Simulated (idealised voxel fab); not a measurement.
Process module in this document: voxel capacitor over wiring
Displayed cross-section: cut, width of 265 nm, square cells sized 5 nm.
Think of the cross-section as a grid of square cells. We describe it in bands, top to bottom, and each band covers one or more rows of those cells. Top height, bottom height, nm. Materials left to right, width each, nm. Single material + "edge to edge" = fills band edge to edge. "blank" = empty. Heights are measured from 0, the level below which the as-received wafer is all one material; the lowest band has no bottom and continues downward, written as in "0 nm and below". So if you see something like "30..40" for the width, read it as the top row of the band sitting at the first number and the bottom row at the second, with every row in between moving by the same amount as the last. "no modifications" for a step: no cell of the cross-section changed in that step. Reported under the label "Sealed internal cavities" are the empty spaces having no open way to the top and comprising 8 cells or more; the notation for each is width x height at distance, in which the distance is measured from the left edge and all three values are in nm. Whatever follows a step's settings on its line is a remark the simulator itself makes about that step. For masked steps, "overlay nm" on the step line gives how far right of plan the mask actually lay; a minus sign means it lay to the left.

INTENDED PROCESS STEPS
1,RECEIVE with material Si
2,CONFORMAL_DEP with material SiO2, thk nm 5
3,CONFORMAL_DEP with material SiCN, thk nm 5
4,DIRECTIONAL_DEP with material lowk, thk nm 20
5,DIRECTIONAL_DEP with material aC, thk nm 10
6,PATTERN with tone open, mask id METAL_1, material resist, width nm 30, pitch nm 80, thk nm 25, overlay nm 0
7,DIRECTIONAL_ETCH with etch materials aC, depth nm 10
8,STRIP with etch materials resist
9,DIRECTIONAL_ETCH with etch materials lowk, depth nm 20
10,DIRECTIONAL_ETCH with etch materials SiCN, depth nm 5
11,STRIP with etch materials aC
12,CONFORMAL_DEP with material TiN, thk nm 5
13,FILL_DEP with material Ru, thk nm 10
14,CMP with height nm 40
15,EPI with material Ru, thk nm 5
16,FILL_DEP with material SiCN, thk nm 5
17,DIRECTIONAL_DEP with material SiO2, thk nm 20
18,DIRECTIONAL_DEP with material aC, thk nm 10
19,PATTERN with tone open, mask id PLUG_1, material resist, width nm 15, thk nm 25, overlay nm 0
20,DIRECTIONAL_ETCH with etch materials aC, depth nm 10
21,STRIP with etch materials resist
22,DIRECTIONAL_ETCH with etch materials SiO2, depth nm 20
23,DIRECTIONAL_ETCH with etch materials SiCN, depth nm 5
24,STRIP with etch materials aC
25,CONFORMAL_DEP with material TiN, thk nm 5
26,FILL_DEP with material Cu, thk nm 5
27,CMP with height nm 70
28,DIRECTIONAL_DEP with material TiN, thk nm 5
29,DIRECTIONAL_DEP with material SiN, thk nm 5
30,DIRECTIONAL_DEP with material TiN, thk nm 5
31,DIRECTIONAL_DEP with material aC, thk nm 15
32,PATTERN with tone cover, mask id UPPER_PLATE, material resist, width nm 55, thk nm 30, overlay nm 0
33,DIRECTIONAL_ETCH with etch materials aC, depth nm 15
34,STRIP with etch materials resist
35,DIRECTIONAL_ETCH with etch materials TiN, depth nm 5
36,DIRECTIONAL_ETCH with etch materials SiN, depth nm 5
37,STRIP with etch materials aC
38,MASKED_ETCH with tone cover, mask id LOWER_PLATE, width nm 65, etch materials TiN, depth nm 5, overlay nm 0
39,FILL_DEP with material SiO2, thk nm 15
40,CMP with height nm 95
41,MASKED_ETCH with tone open, mask id PLUG_2, width nm 15, etch materials SiO2, depth nm 10, overlay nm 0
42,CONFORMAL_DEP with material TiN, thk nm 5
43,FILL_DEP with material Cu, thk nm 5
44,CMP with height nm 95
45,CONFORMAL_DEP with material SiCN, thk nm 5
Wafer-to-wafer difference: thk nm, step 2. Common start. Plan = first wafer's value.

SECTIONAL VIEW: FIRST OF SEVERAL WAFERS, AS RECEIVED, AFTER STEP 1
0 nm and below | Si edge to edge
Sealed internal cavities: none

CROSS-SECTION OF THE FIRST OF SEVERAL WAFERS, TAKEN AFTER STEP 45, WHERE THE MODULE ENDS
100 nm to 95 nm | SiCN edge to edge
95 nm to 90 nm | SiO2: 100 / TiN: 5 / Cu: 5 / TiN: 5 / SiO2: 150
90 nm to 80 nm | SiO2: 100..90 / TiN: 15..55 / SiO2: 150..120
80 nm to 75 nm | SiO2: 90 / SiN: 55 / SiO2: 120
75 nm to 70 nm | SiO2: 85 / TiN: 65 / SiO2: 115
70 nm to 50 nm | SiO2: 90 / TiN: 5 / Cu: 5 / TiN: 5 / SiO2: 160
50 nm to 45 nm | SiCN: 90 / TiN: 15 / SiCN: 160
45 nm to 35 nm | Ru edge to edge
35 nm to 30 nm | TiN: 80 / Ru: 20 / TiN: 60 / Ru: 20 / TiN: 85
30 nm to 10 nm | lowk: 75 / TiN: 5 / Ru: 20 / TiN: 5 / lowk: 50 / TiN: 5 / Ru: 20 / TiN: 5 / lowk: 80
10 nm to 5 nm | SiCN: 75 / TiN: 30 / SiCN: 50 / TiN: 30 / SiCN: 80
5 nm to 0 nm | SiO2 edge to edge
0 nm and below | Si edge to edge
Sealed internal cavities: none

LAST WAFER X-SEC, END OF MODULE
100 nm to 95 nm | SiCN edge to edge
95 nm to 90 nm | SiO2: 100 / TiN: 5 / Cu: 5 / TiN: 5 / SiO2: 150
90 nm to 80 nm | SiO2: 100..90 / TiN: 15..55 / SiO2: 150..120
80 nm to 75 nm | SiO2: 90 / SiN: 55 / SiO2: 120
75 nm to 70 nm | SiO2: 85 / TiN: 65 / SiO2: 115
70 nm to 50 nm | SiO2: 90 / TiN: 5 / Cu: 5 / TiN: 5 / SiO2: 160
50 nm to 45 nm | SiCN: 90 / TiN: 15 / SiCN: 160
45 nm to 40 nm | SiCN: 70 / Ru: 40 / SiCN: 40 / Ru: 40 / SiCN: 75
40 nm to 35 nm | lowk: 75 / TiN: 5 / Ru: 20 / TiN: 5 / lowk: 50 / TiN: 5 / Ru: 20 / TiN: 5 / lowk: 80
35 nm to 30 nm | SiCN: 75 / TiN: 30 / SiCN: 50 / TiN: 30 / SiCN: 80
30 nm to 0 nm | SiO2 edge to edge
0 nm and below | Si edge to edge
Sealed internal cavities: none

FOR YOUR REFERENCE, THE TABLE IS ORGANIZED WITH A ROW PER WAFER; EACH ROW REFLECTS THE WAFER AT THE END OF THE MODULE, INDICATING FOR EACH MATERIAL THE CELLS GAINED (+) OR LOST (-) SINCE RECEIPT, AND THEREAFTER ITS CLOSED VOIDS
thk nm 5 | +5 Cu | +146 Ru | +144 SiCN | +11 SiN | +477 SiO2 | +113 TiN | +164 lowk | Sealed internal cavities: none
thk nm 10 | +5 Cu | +93 Ru | +144 SiCN | +11 SiN | +530 SiO2 | +113 TiN | +164 lowk | Sealed internal cavities: none
thk nm 15 | +5 Cu | +48 Ru | +181 SiCN | +11 SiN | +583 SiO2 | +68 TiN | +164 lowk | Sealed internal cavities: none
thk nm 20 | +5 Cu | +40 Ru | +181 SiCN | +11 SiN | +636 SiO2 | +64 TiN | +123 lowk | Sealed internal cavities: none
thk nm 25 | +5 Cu | +32 Ru | +181 SiCN | +11 SiN | +689 SiO2 | +60 TiN | +82 lowk | Sealed internal cavities: none
thk nm 30 | +5 Cu | +24 Ru | +181 SiCN | +11 SiN | +742 SiO2 | +56 TiN | +41 lowk | Sealed internal cavities: none
